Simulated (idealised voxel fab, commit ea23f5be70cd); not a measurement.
Process module heading - voxel transistor to metal
It is cross-section cut that appears here, measuring 205 nm in width, its square cells being 5 nm in size.
Cross-section, as written here: a square-cell grid given band by band from the top down, where a band holds one or more rows of cells.
Quick guide to a band line: top height, bottom height (nm) up front; then every material left to right with its width in nm. Only one material and it's marked "full width"? Then it fills the band edge to edge. And "empty" just means empty space.
The reference from which all heights are counted is 0, the level beneath which the as-received wafer is entirely one material; the lowest band, having no lower bound, proceeds downward and is written after the example "from 0 down".
You'd read "30 to 40" like this: the band's top row of cells is as wide as the first number, its bottom row is as wide as the second, and going down, every row changes width by the same amount as the row before did.
The cross-section has no changed cell in any step marked "nothing was modified".
The list in "Catalogued sealed voids" covers empty spaces of 8 cells or more that cannot reach the top through any open way, and it gives each as width x height at distance; the distance is from the left edge, and width, height and distance are in nm.
The remark found on a step's line after its settings is issued by the simulator itself and pertains to that step.
"overlay nm", when on a step's line for a step with a mask, measures how far to the right of its planned place the mask lay; a negative measure means to the left.

Set out below are the planned steps of the process:
1) RECEIVE,material Si
2) CONFORMAL_DEP,material SiO2,thk nm 5
3) CONFORMAL_DEP,material SiN,thk nm 15
4) DIRECTIONAL_DEP,material aC,thk nm 15
5) PATTERN,tone cover,mask id ACTIVE,material resist,width nm 115,thk nm 35,overlay nm 0
6) DIRECTIONAL_ETCH,etch materials aC,depth nm 15
7) STRIP,etch materials resist
8) DIRECTIONAL_ETCH,etch materials SiN,depth nm 15
9) DIRECTIONAL_ETCH,etch materials SiO2,depth nm 5
10) DIRECTIONAL_ETCH,etch materials Si,depth nm 30
11) STRIP,etch materials aC
12) OXIDIZE,depth nm 5
13) FILL_DEP,material SiO2,thk nm 5
14) CMP,height nm 20
15) SELECTIVE_ETCH,etch materials SiO2,depth nm 15
16) STRIP,etch materials SiN
17) SELECTIVE_ETCH,etch materials SiO2,depth nm 5
18) OXIDIZE,depth nm 5
19) DIRECTIONAL_DEP,material polySi,thk nm 20
20) DIRECTIONAL_DEP,material SiCN,thk nm 15
21) PATTERN,tone cover,mask id GATE,material resist,width nm 25,thk nm 20,overlay nm 0
22) DIRECTIONAL_ETCH,etch materials SiCN,depth nm 25
23) DIRECTIONAL_ETCH,etch materials polySi,depth nm 30
24) STRIP,etch materials resist
25) CONFORMAL_DEP,material SiO2,thk nm 5
26) DIRECTIONAL_ETCH,etch materials SiO2,depth nm 5
27) CONFORMAL_DEP,material SiN,thk nm 5
28) DIRECTIONAL_ETCH,etch materials SiN,depth nm 5
29) DIRECTIONAL_ETCH,etch materials SiO2,depth nm 5
30) DIRECTIONAL_ETCH,etch materials Si,depth nm 10
31) EPI,material pSi,thk nm 15
32) FILL_DEP,material SiO2,thk nm 5
33) CMP,height nm 35
34) DIRECTIONAL_DEP,material SiO2,thk nm 15
35) PATTERN,tone open,mask id CONTACT,material resist,width nm 20,pitch nm 75,thk nm 20,overlay nm 0
36) DIRECTIONAL_ETCH,etch materials SiO2,depth nm 50
37) STRIP,etch materials resist
38) CONFORMAL_DEP,material TiN,thk nm 5
39) FILL_DEP,material Ru,thk nm 5
40) CMP,height nm 50
41) CONFORMAL_DEP,material SiN,thk nm 5
42) DIRECTIONAL_DEP,material lowk,thk nm 15
43) PATTERN,tone open,mask id METAL_1,material resist,width nm 20,pitch nm 75,thk nm 15,overlay nm 0
44) DIRECTIONAL_ETCH,etch materials lowk,depth nm 15
45) DIRECTIONAL_ETCH,etch materials SiN,depth nm 5
46) STRIP,etch materials resist
47) CONFORMAL_DEP,material TiN,thk nm 5
48) FILL_DEP,material W,thk nm 5
49) CMP,height nm 70
50) CONFORMAL_DEP,material SiN,thk nm 5

First out of two wafers; run went to plan:

As received, after step 1:
> from 0 down | Si full width
> Catalogued sealed voids: none

Take a look at the wafer's cross-section after step 2:
> from 5 to 0 | SiO2 full width
> Nothing below the height 0 has changed.

Take a look at the wafer's cross-section after step 3:
> from 20 to 5 | SiN full width
> Nothing below the height 5 has changed.

Take a look at the wafer's cross-section after step 4:
> from 35 to 20 | aC full width
> Nothing below the height 20 has changed.

Take a look at the wafer's cross-section after step 5:
> from 70 to 35 | empty 45, resist 115, empty 45
> Nothing below the height 35 has changed.

Take a look at the wafer's cross-section after step 6:
> from 55 to 35 | empty 45, resist 115, empty 45
> from 35 to 20 | empty 45, aC 115, empty 45
> Nothing below the height 20 has changed.

Take a look at the wafer's cross-section after step 7:
> from 35 to 20 | empty 45, aC 115, empty 45
> Nothing below the height 20 has changed.

Take a look at the wafer's cross-section after step 8:
> from 35 to 20 | empty 45, aC 115, empty 45
> from 20 to 5 | empty 45, SiN 115, empty 45
> Nothing below the height 5 has changed.

Take a look at the wafer's cross-section after step 9:
> from 35 to 20 | empty 45, aC 115, empty 45
> from 20 to 5 | empty 45, SiN 115, empty 45
> from 5 to 0 | empty 45, SiO2 115, empty 45
> Nothing below the height 0 has changed.

Take a look at the wafer's cross-section after step 10:
> from 35 to 20 | empty 45, aC 115, empty 45
> from 20 to 5 | empty 45, SiN 115, empty 45
> from 5 to 0 | empty 45, SiO2 115, empty 45
> from 0 to -30 | empty 45, Si 115, empty 45
> Nothing below the height -30 has changed.

Take a look at the wafer's cross-section after step 11:
> from 20 to 5 | empty 45, SiN 115, empty 45
> Nothing below the height 5 has changed.

Take a look at the wafer's cross-section after step 12:
> from 20 to 5 | empty 45, SiN 115, empty 45
> from 5 to 0 | empty 45, SiO2 115, empty 45
> from 0 to -30 | empty 45, SiO2 5, Si 105, SiO2 5, empty 45
> from -30 to -35 | SiO2 50, Si 105, SiO2 50
> Nothing below the height -35 has changed.

Take a look at the wafer's cross-section after step 13:
> from 25 to 20 | SiO2 full width
> from 20 to 5 | SiO2 45, SiN 115, SiO2 45
> from 5 to 0 | SiO2 full width
> from 0 to -35 | SiO2 50, Si 105, SiO2 50
> Nothing below the height -35 has changed.

Take a look at the wafer's cross-section after step 14:
> from 20 to 5 | SiO2 45, SiN 115, SiO2 45
> Nothing below the height 5 has changed.

Take a look at the wafer's cross-section after step 15:
> from 20 to 5 | empty 45, SiN 115, empty 45
> Nothing below the height 5 has changed.

Take a look at the wafer's cross-section after step 16:
> from 5 to 0 | SiO2 full width
> Nothing below the height 0 has changed.

Take a look at the wafer's cross-section after step 17:
> from 0 to -35 | SiO2 50, Si 105, SiO2 50
> Nothing below the height -35 has changed.

Take a look at the wafer's cross-section after step 18:
> from 0 to -5 | SiO2 full width
> Nothing below the height -5 has changed.

Take a look at the wafer's cross-section after step 19:
> from 20 to 0 | polySi full width
> Nothing below the height 0 has changed.

Take a look at the wafer's cross-section after step 20:
> from 35 to 20 | SiCN full width
> Nothing below the height 20 has changed.

Take a look at the wafer's cross-section after step 21:
> from 55 to 35 | empty 90, resist 25, empty 90
> Nothing below the height 35 has changed.

Take a look at the wafer's cross-section after step 22:
> from 55 to 35 | empty 90, resist 25, empty 90
> from 35 to 20 | empty 90, SiCN 25, empty 90
> Nothing below the height 20 has changed.

Take a look at the wafer's cross-section after step 23:
> from 55 to 35 | empty 90, resist 25, empty 90
> from 35 to 20 | empty 90, SiCN 25, empty 90
> from 20 to 0 | empty 90, polySi 25, empty 90
> Nothing below the height 0 has changed.

Take a look at the wafer's cross-section after step 24:
> from 35 to 20 | empty 90, SiCN 25, empty 90
> Nothing below the height 20 has changed.

Take a look at the wafer's cross-section after step 25:
> from 40 to 35 | empty 85, SiO2 35, empty 85
> from 35 to 20 | empty 85, SiO2 5, SiCN 25, SiO2 5, empty 85
> from 20 to 5 | empty 85, SiO2 5, polySi 25, SiO2 5, empty 85
> from 5 to 0 | SiO2 90, polySi 25, SiO2 90
> Nothing below the height 0 has changed.

Take a look at the wafer's cross-section after step 26:
> from 35 to 20 | empty 85, SiO2 5, SiCN 25, SiO2 5, empty 85
> from 20 to 0 | empty 85, SiO2 5, polySi 25, SiO2 5, empty 85
> Nothing below the height 0 has changed.

Take a look at the wafer's cross-section after step 27:
> from 40 to 35 | empty 80, SiN 45, empty 80
> from 35 to 20 | empty 80, SiN 5, SiO2 5, SiCN 25, SiO2 5, SiN 5, empty 80
> from 20 to 5 | empty 80, SiN 5, SiO2 5, polySi 25, SiO2 5, SiN 5, empty 80
> from 5 to 0 | SiN 85, SiO2 5, polySi 25, SiO2 5, SiN 85
> Nothing below the height 0 has changed.

Take a look at the wafer's cross-section after step 28:
> from 35 to 20 | empty 80, SiN 5, SiO2 5, SiCN 25, SiO2 5, SiN 5, empty 80
> from 20 to 0 | empty 80, SiN 5, SiO2 5, polySi 25, SiO2 5, SiN 5, empty 80
> Nothing below the height 0 has changed.

Take a look at the wafer's cross-section after step 29:
> from 35 to 30 | empty 80, SiN 5, empty 5, SiCN 25, empty 5, SiN 5, empty 80
> from 30 to 20 | empty 80, SiN 5, SiO2 5, SiCN 25, SiO2 5, SiN 5, empty 80
> from 20 to 0 | empty 80, SiN 5, SiO2 5, polySi 25, SiO2 5, SiN 5, empty 80
> from 0 to -5 | empty 80, SiO2 45, empty 80
> Nothing below the height -5 has changed.

Take a look at the wafer's cross-section after step 30:
> from 35 to 30 | empty 80, SiN 5, empty 5, SiCN 25, empty 5, SiN 5, empty 80
> from 30 to 20 | empty 80, SiN 5, SiO2 5, SiCN 25, SiO2 5, SiN 5, empty 80
> from 20 to 0 | empty 80, SiN 5, SiO2 5, polySi 25, SiO2 5, SiN 5, empty 80
> from 0 to -5 | empty 80, SiO2 45, empty 80
> from -5 to -15 | SiO2 50, empty 30, Si 45, empty 30, SiO2 50
> Nothing below the height -15 has changed.

Take a look at the wafer's cross-section after step 31:
> from 35 to 30 | empty 80, SiN 5, empty 5, SiCN 25, empty 5, SiN 5, empty 80
> from 30 to 20 | empty 80, SiN 5, SiO2 5, SiCN 25, SiO2 5, SiN 5, empty 80
> from 20 to 10 | empty 80, SiN 5, SiO2 5, polySi 25, SiO2 5, SiN 5, empty 80
> from 10 to 0 | empty 65, pSi 15, SiN 5, SiO2 5, polySi 25, SiO2 5, SiN 5, pSi 15, empty 65
> from 0 to -5 | empty 45, pSi 35, SiO2 45, pSi 35, empty 45
> from -5 to -15 | SiO2 50, pSi 30, Si 45, pSi 30, SiO2 50
> Nothing below the height -15 has changed.

Take a look at the wafer's cross-section after step 32:
> from 40 to 35 | SiO2 full width
> from 35 to 20 | SiO2 80, SiN 5, SiO2 5, SiCN 25, SiO2 5, SiN 5, SiO2 80
> from 20 to 10 | SiO2 80, SiN 5, SiO2 5, polySi 25, SiO2 5, SiN 5, SiO2 80
> from 10 to 0 | SiO2 65, pSi 15, SiN 5, SiO2 5, polySi 25, SiO2 5, SiN 5, pSi 15, SiO2 65
> from 0 to -5 | SiO2 45, pSi 35, SiO2 45, pSi 35, SiO2 45
> Nothing below the height -5 has changed.

Take a look at the wafer's cross-section after step 33:
> from 35 to 20 | SiO2 80, SiN 5, SiO2 5, SiCN 25, SiO2 5, SiN 5, SiO2 80
> Nothing below the height 20 has changed.

Take a look at the wafer's cross-section after step 34:
> from 50 to 35 | SiO2 full width
> Nothing below the height 35 has changed.

Take a look at the wafer's cross-section after step 35:
> from 70 to 50 | resist 55, empty 20, resist 55, empty 20, resist 55
> Nothing below the height 50 has changed.

Take a look at the wafer's cross-section after step 36:
> from 70 to 50 | resist 55, empty 20, resist 55, empty 20, resist 55
> from 50 to 35 | SiO2 55, empty 20, SiO2 55, empty 20, SiO2 55
> from 35 to 20 | SiO2 55, empty 20, SiO2 5, SiN 5, SiO2 5, SiCN 25, SiO2 5, SiN 5, SiO2 5, empty 20, SiO2 55
> from 20 to 10 | SiO2 55, empty 20, SiO2 5, SiN 5, SiO2 5, polySi 25, SiO2 5, SiN 5, SiO2 5, empty 20, SiO2 55
> from 10 to 0 | SiO2 55, empty 10, pSi 15, SiN 5, SiO2 5, polySi 25, SiO2 5, SiN 5, pSi 15, empty 10, SiO2 55
> Nothing below the height 0 has changed.

Take a look at the wafer's cross-section after step 37:
> from 50 to 35 | SiO2 55, empty 20, SiO2 55, empty 20, SiO2 55
> Nothing below the height 35 has changed.

Take a look at the wafer's cross-section after step 38:
> from 55 to 50 | TiN 60, empty 10, TiN 65, empty 10, TiN 60
> from 50 to 35 | SiO2 55, TiN 5, empty 10, TiN 5, SiO2 55, TiN 5, empty 10, TiN 5, SiO2 55
> from 35 to 20 | SiO2 55, TiN 5, empty 10, TiN 5, SiO2 5, SiN 5, SiO2 5, SiCN 25, SiO2 5, SiN 5, SiO2 5, TiN 5, empty 10, TiN 5, SiO2 55
> from 20 to 15 | SiO2 55, TiN 5, empty 10, TiN 5, SiO2 5, SiN 5, SiO2 5, polySi 25, SiO2 5, SiN 5, SiO2 5, TiN 5, empty 10, TiN 5, SiO2 55
> from 15 to 10 | SiO2 55, TiN 20, SiO2 5, SiN 5, SiO2 5, polySi 25, SiO2 5, SiN 5, SiO2 5, TiN 20, SiO2 55
> from 10 to 0 | SiO2 55, TiN 10, pSi 15, SiN 5, SiO2 5, polySi 25, SiO2 5, SiN 5, pSi 15, TiN 10, SiO2 55
> Nothing below the height 0 has changed.

Take a look at the wafer's cross-section after step 39:
> from 60 to 55 | Ru full width
> from 55 to 50 | TiN 60, Ru 10, TiN 65, Ru 10, TiN 60
> from 50 to 35 | SiO2 55, TiN 5, Ru 10, TiN 5, SiO2 55, TiN 5, Ru 10, TiN 5, SiO2 55
> from 35 to 20 | SiO2 55, TiN 5, Ru 10, TiN 5, SiO2 5, SiN 5, SiO2 5, SiCN 25, SiO2 5, SiN 5, SiO2 5, TiN 5, Ru 10, TiN 5, SiO2 55
> from 20 to 15 | SiO2 55, TiN 5, Ru 10, TiN 5, SiO2 5, SiN 5, SiO2 5, polySi 25, SiO2 5, SiN 5, SiO2 5, TiN 5, Ru 10, TiN 5, SiO2 55
> Nothing below the height 15 has changed.

Take a look at the wafer's cross-section after step 40:
> from 50 to 35 | SiO2 55, TiN 5, Ru 10, TiN 5, SiO2 55, TiN 5, Ru 10, TiN 5, SiO2 55
> Nothing below the height 35 has changed.

Take a look at the wafer's cross-section after step 41:
> from 55 to 50 | SiN full width
> Nothing below the height 50 has changed.

Take a look at the wafer's cross-section after step 42:
> from 70 to 55 | lowk full width
> Nothing below the height 55 has changed.

Take a look at the wafer's cross-section after step 43:
> from 85 to 70 | resist 55, empty 20, resist 55, empty 20, resist 55
> Nothing below the height 70 has changed.

Take a look at the wafer's cross-section after step 44:
> from 85 to 70 | resist 55, empty 20, resist 55, empty 20, resist 55
> from 70 to 55 | lowk 55, empty 20, lowk 55, empty 20, lowk 55
> Nothing below the height 55 has changed.

Take a look at the wafer's cross-section after step 45:
> from 85 to 70 | resist 55, empty 20, resist 55, empty 20, resist 55
> from 70 to 55 | lowk 55, empty 20, lowk 55, empty 20, lowk 55
> from 55 to 50 | SiN 55, empty 20, SiN 55, empty 20, SiN 55
> Nothing below the height 50 has changed.

Take a look at the wafer's cross-section after step 46:
> from 70 to 55 | lowk 55, empty 20, lowk 55, empty 20, lowk 55
> Nothing below the height 55 has changed.

Take a look at the wafer's cross-section after step 47:
> from 75 to 70 | TiN 60, empty 10, TiN 65, empty 10, TiN 60
> from 70 to 55 | lowk 55, TiN 5, empty 10, TiN 5, lowk 55, TiN 5, empty 10, TiN 5, lowk 55
> from 55 to 50 | SiN 55, TiN 20, SiN 55, TiN 20, SiN 55
> Nothing below the height 50 has changed.

Take a look at the wafer's cross-section after step 48:
> from 80 to 75 | W full width
> from 75 to 70 | TiN 60, W 10, TiN 65, W 10, TiN 60
> from 70 to 55 | lowk 55, TiN 5, W 10, TiN 5, lowk 55, TiN 5, W 10, TiN 5, lowk 55
> Nothing below the height 55 has changed.

Take a look at the wafer's cross-section after step 49:
> from 70 to 55 | lowk 55, TiN 5, W 10, TiN 5, lowk 55, TiN 5, W 10, TiN 5, lowk 55
> Nothing below the height 55 has changed.

Take a look at the wafer's cross-section after step 50:
> from 75 to 70 | SiN full width
> Nothing below the height 70 has changed.

Second wafer - shared start and plan with the first - one error in running - same as the first up to step 15 inclusive:

Cross-section of the second wafer corresponding to the planned conclusion of step 16:
> from 20 to 5 | empty 45, SiN 115, empty 45
> from 5 to 0 | empty 50, SiO2 105, empty 50
> Nothing below the height 0 has changed.

Cross-section of the second wafer corresponding to the planned conclusion of step 17:
> from 5 to 0 | empty 50, SiO2 105, empty 50
> Nothing below the height 0 has changed.

Cross-section of the second wafer corresponding to the planned conclusion of step 18: nothing was modified

Cross-section of the second wafer corresponding to the planned conclusion of step 19:
> from 25 to 20 | empty 50, polySi 105, empty 50
> from 20 to 5 | polySi full width
> from 5 to 0 | polySi 50, SiO2 105, polySi 50
> Nothing below the height 0 has changed.

Cross-section of the second wafer corresponding to the planned conclusion of step 20:
> from 40 to 35 | empty 50, SiCN 105, empty 50
> from 35 to 25 | SiCN full width
> from 25 to 20 | SiCN 50, polySi 105, SiCN 50
> Nothing below the height 20 has changed.

Cross-section of the second wafer corresponding to the planned conclusion of step 21:
> from 60 to 40 | empty 90, resist 25, empty 90
> Nothing below the height 40 has changed.

Cross-section of the second wafer corresponding to the planned conclusion of step 22:
> from 60 to 40 | empty 90, resist 25, empty 90
> from 40 to 25 | empty 90, SiCN 25, empty 90
> from 25 to 20 | empty 50, polySi 105, empty 50
> Nothing below the height 20 has changed.

Cross-section of the second wafer corresponding to the planned conclusion of step 23:
> from 60 to 40 | empty 90, resist 25, empty 90
> from 40 to 25 | empty 90, SiCN 25, empty 90
> from 25 to 5 | empty 90, polySi 25, empty 90
> from 5 to 0 | empty 50, SiO2 105, empty 50
> Nothing below the height 0 has changed.

Cross-section of the second wafer corresponding to the planned conclusion of step 24:
> from 40 to 25 | empty 90, SiCN 25, empty 90
> Nothing below the height 25 has changed.

Cross-section of the second wafer corresponding to the planned conclusion of step 25:
> from 45 to 40 | empty 85, SiO2 35, empty 85
> from 40 to 25 | empty 85, SiO2 5, SiCN 25, SiO2 5, empty 85
> from 25 to 10 | empty 85, SiO2 5, polySi 25, SiO2 5, empty 85
> from 10 to 5 | empty 45, SiO2 45, polySi 25, SiO2 45, empty 45
> from 5 to 0 | SiO2 full width
> Nothing below the height 0 has changed.

Cross-section of the second wafer corresponding to the planned conclusion of step 26:
> from 40 to 25 | empty 85, SiO2 5, SiCN 25, SiO2 5, empty 85
> from 25 to 5 | empty 85, SiO2 5, polySi 25, SiO2 5, empty 85
> from 5 to 0 | empty 45, SiO2 115, empty 45
> Nothing below the height 0 has changed.

Cross-section of the second wafer corresponding to the planned conclusion of step 27:
> from 45 to 40 | empty 80, SiN 45, empty 80
> from 40 to 25 | empty 80, SiN 5, SiO2 5, SiCN 25, SiO2 5, SiN 5, empty 80
> from 25 to 10 | empty 80, SiN 5, SiO2 5, polySi 25, SiO2 5, SiN 5, empty 80
> from 10 to 5 | empty 40, SiN 45, SiO2 5, polySi 25, SiO2 5, SiN 45, empty 40
> from 5 to 0 | SiN 45, SiO2 115, SiN 45
> Nothing below the height 0 has changed.

Cross-section of the second wafer corresponding to the planned conclusion of step 28:
> from 40 to 25 | empty 80, SiN 5, SiO2 5, SiCN 25, SiO2 5, SiN 5, empty 80
> from 25 to 5 | empty 80, SiN 5, SiO2 5, polySi 25, SiO2 5, SiN 5, empty 80
> from 5 to 0 | empty 40, SiN 5, SiO2 115, SiN 5, empty 40
> Nothing below the height 0 has changed.

Cross-section of the second wafer corresponding to the planned conclusion of step 29:
> from 40 to 35 | empty 80, SiN 5, empty 5, SiCN 25, empty 5, SiN 5, empty 80
> from 35 to 25 | empty 80, SiN 5, SiO2 5, SiCN 25, SiO2 5, SiN 5, empty 80
> from 25 to 5 | empty 80, SiN 5, SiO2 5, polySi 25, SiO2 5, SiN 5, empty 80
> from 5 to 0 | empty 40, SiN 5, empty 35, SiO2 45, empty 35, SiN 5, empty 40
> from 0 to -5 | empty 40, SiO2 10, Si 105, SiO2 10, empty 40
> Nothing below the height -5 has changed.

Cross-section of the second wafer corresponding to the planned conclusion of step 30:
> from 40 to 35 | empty 80, SiN 5, empty 5, SiCN 25, empty 5, SiN 5, empty 80
> from 35 to 25 | empty 80, SiN 5, SiO2 5, SiCN 25, SiO2 5, SiN 5, empty 80
> from 25 to 5 | empty 80, SiN 5, SiO2 5, polySi 25, SiO2 5, SiN 5, empty 80
> from 5 to 0 | empty 40, SiN 5, empty 35, SiO2 45, empty 35, SiN 5, empty 40
> from 0 to -5 | empty 40, SiO2 10, empty 30, Si 45, empty 30, SiO2 10, empty 40
> from -5 to -10 | SiO2 50, empty 30, Si 45, empty 30, SiO2 50
> Nothing below the height -10 has changed.

Cross-section of the second wafer corresponding to the planned conclusion of step 31:
> from 40 to 35 | empty 80, SiN 5, empty 5, SiCN 25, empty 5, SiN 5, empty 80
> from 35 to 25 | empty 80, SiN 5, SiO2 5, SiCN 25, SiO2 5, SiN 5, empty 80
> from 25 to 15 | empty 80, SiN 5, SiO2 5, polySi 25, SiO2 5, SiN 5, empty 80
> from 15 to 5 | empty 65, pSi 15, SiN 5, SiO2 5, polySi 25, SiO2 5, SiN 5, pSi 15, empty 65
> from 5 to 0 | empty 40, SiN 5, pSi 35, SiO2 45, pSi 35, SiN 5, empty 40
> from 0 to -5 | empty 40, SiO2 10, pSi 30, Si 45, pSi 30, SiO2 10, empty 40
> from -5 to -10 | SiO2 50, pSi 30, Si 45, pSi 30, SiO2 50
> Nothing below the height -10 has changed.

Cross-section of the second wafer corresponding to the planned conclusion of step 32:
> from 45 to 40 | SiO2 full width
> from 40 to 25 | SiO2 80, SiN 5, SiO2 5, SiCN 25, SiO2 5, SiN 5, SiO2 80
> from 25 to 15 | SiO2 80, SiN 5, SiO2 5, polySi 25, SiO2 5, SiN 5, SiO2 80
> from 15 to 5 | SiO2 65, pSi 15, SiN 5, SiO2 5, polySi 25, SiO2 5, SiN 5, pSi 15, SiO2 65
> from 5 to 0 | SiO2 40, SiN 5, pSi 35, SiO2 45, pSi 35, SiN 5, SiO2 40
> from 0 to -10 | SiO2 50, pSi 30, Si 45, pSi 30, SiO2 50
> Nothing below the height -10 has changed.

Cross-section of the second wafer corresponding to the planned conclusion of step 33:
> from 35 to 25 | SiO2 80, SiN 5, SiO2 5, SiCN 25, SiO2 5, SiN 5, SiO2 80
> Nothing below the height 25 has changed.

Cross-section of the second wafer corresponding to the planned conclusion of step 34:
> from 50 to 35 | SiO2 full width
> Nothing below the height 35 has changed.

Cross-section of the second wafer corresponding to the planned conclusion of step 35:
> from 70 to 50 | resist 55, empty 20, resist 55, empty 20, resist 55
> Nothing below the height 50 has changed.

Cross-section of the second wafer corresponding to the planned conclusion of step 36:
> from 70 to 50 | resist 55, empty 20, resist 55, empty 20, resist 55
> from 50 to 35 | SiO2 55, empty 20, SiO2 55, empty 20, SiO2 55
> from 35 to 25 | SiO2 55, empty 20, SiO2 5, SiN 5, SiO2 5, SiCN 25, SiO2 5, SiN 5, SiO2 5, empty 20, SiO2 55
> from 25 to 15 | SiO2 55, empty 20, SiO2 5, SiN 5, SiO2 5, polySi 25, SiO2 5, SiN 5, SiO2 5, empty 20, SiO2 55
> from 15 to 5 | SiO2 55, empty 10, pSi 15, SiN 5, SiO2 5, polySi 25, SiO2 5, SiN 5, pSi 15, empty 10, SiO2 55
> Nothing below the height 5 has changed.

Cross-section of the second wafer corresponding to the planned conclusion of step 37:
> from 50 to 35 | SiO2 55, empty 20, SiO2 55, empty 20, SiO2 55
> Nothing below the height 35 has changed.

Cross-section of the second wafer corresponding to the planned conclusion of step 38:
> from 55 to 50 | TiN 60, empty 10, TiN 65, empty 10, TiN 60
> from 50 to 35 | SiO2 55, TiN 5, empty 10, TiN 5, SiO2 55, TiN 5, empty 10, TiN 5, SiO2 55
> from 35 to 25 | SiO2 55, TiN 5, empty 10, TiN 5, SiO2 5, SiN 5, SiO2 5, SiCN 25, SiO2 5, SiN 5, SiO2 5, TiN 5, empty 10, TiN 5, SiO2 55
> from 25 to 20 | SiO2 55, TiN 5, empty 10, TiN 5, SiO2 5, SiN 5, SiO2 5, polySi 25, SiO2 5, SiN 5, SiO2 5, TiN 5, empty 10, TiN 5, SiO2 55
> from 20 to 15 | SiO2 55, TiN 20, SiO2 5, SiN 5, SiO2 5, polySi 25, SiO2 5, SiN 5, SiO2 5, TiN 20, SiO2 55
> from 15 to 5 | SiO2 55, TiN 10, pSi 15, SiN 5, SiO2 5, polySi 25, SiO2 5, SiN 5, pSi 15, TiN 10, SiO2 55
> Nothing below the height 5 has changed.

Cross-section of the second wafer corresponding to the planned conclusion of step 39:
> from 60 to 55 | Ru full width
> from 55 to 50 | TiN 60, Ru 10, TiN 65, Ru 10, TiN 60
> from 50 to 35 | SiO2 55, TiN 5, Ru 10, TiN 5, SiO2 55, TiN 5, Ru 10, TiN 5, SiO2 55
> from 35 to 25 | SiO2 55, TiN 5, Ru 10, TiN 5, SiO2 5, SiN 5, SiO2 5, SiCN 25, SiO2 5, SiN 5, SiO2 5, TiN 5, Ru 10, TiN 5, SiO2 55
> from 25 to 20 | SiO2 55, TiN 5, Ru 10, TiN 5, SiO2 5, SiN 5, SiO2 5, polySi 25, SiO2 5, SiN 5, SiO2 5, TiN 5, Ru 10, TiN 5, SiO2 55
> Nothing below the height 20 has changed.

Cross-section of the second wafer corresponding to the planned conclusion of step 40:
> from 50 to 35 | SiO2 55, TiN 5, Ru 10, TiN 5, SiO2 55, TiN 5, Ru 10, TiN 5, SiO2 55
> Nothing below the height 35 has changed.

Cross-section of the second wafer corresponding to the planned conclusion of step 41:
> from 55 to 50 | SiN full width
> Nothing below the height 50 has changed.

Cross-section of the second wafer corresponding to the planned conclusion of step 42:
> from 70 to 55 | lowk full width
> Nothing below the height 55 has changed.

Cross-section of the second wafer corresponding to the planned conclusion of step 43:
> from 85 to 70 | resist 55, empty 20, resist 55, empty 20, resist 55
> Nothing below the height 70 has changed.

Cross-section of the second wafer corresponding to the planned conclusion of step 44:
> from 85 to 70 | resist 55, empty 20, resist 55, empty 20, resist 55
> from 70 to 55 | lowk 55, empty 20, lowk 55, empty 20, lowk 55
> Nothing below the height 55 has changed.

Cross-section of the second wafer corresponding to the planned conclusion of step 45:
> from 85 to 70 | resist 55, empty 20, resist 55, empty 20, resist 55
> from 70 to 55 | lowk 55, empty 20, lowk 55, empty 20, lowk 55
> from 55 to 50 | SiN 55, empty 20, SiN 55, empty 20, SiN 55
> Nothing below the height 50 has changed.

Cross-section of the second wafer corresponding to the planned conclusion of step 46:
> from 70 to 55 | lowk 55, empty 20, lowk 55, empty 20, lowk 55
> Nothing below the height 55 has changed.

Cross-section of the second wafer corresponding to the planned conclusion of step 47:
> from 75 to 70 | TiN 60, empty 10, TiN 65, empty 10, TiN 60
> from 70 to 55 | lowk 55, TiN 5, empty 10, TiN 5, lowk 55, TiN 5, empty 10, TiN 5, lowk 55
> from 55 to 50 | SiN 55, TiN 20, SiN 55, TiN 20, SiN 55
> Nothing below the height 50 has changed.

Cross-section of the second wafer corresponding to the planned conclusion of step 48:
> from 80 to 75 | W full width
> from 75 to 70 | TiN 60, W 10, TiN 65, W 10, TiN 60
> from 70 to 55 | lowk 55, TiN 5, W 10, TiN 5, lowk 55, TiN 5, W 10, TiN 5, lowk 55
> Nothing below the height 55 has changed.

Cross-section of the second wafer corresponding to the planned conclusion of step 49:
> from 70 to 55 | lowk 55, TiN 5, W 10, TiN 5, lowk 55, TiN 5, W 10, TiN 5, lowk 55
> Nothing below the height 55 has changed.

Cross-section of the second wafer corresponding to the planned conclusion of step 50:
> from 75 to 70 | SiN full width
> Nothing below the height 70 has changed.
Which mistake was made when the wafer was run? deviation from plan: step 17 and step 16 executed in one another's positions
Bottom line after processing is that, in cells, the second wafer is up or down on some materials versus the first: Ru: 4 fewer; Si: 21 more; SiCN: 5 fewer; SiO2: 8 fewer; TiN: 4 fewer
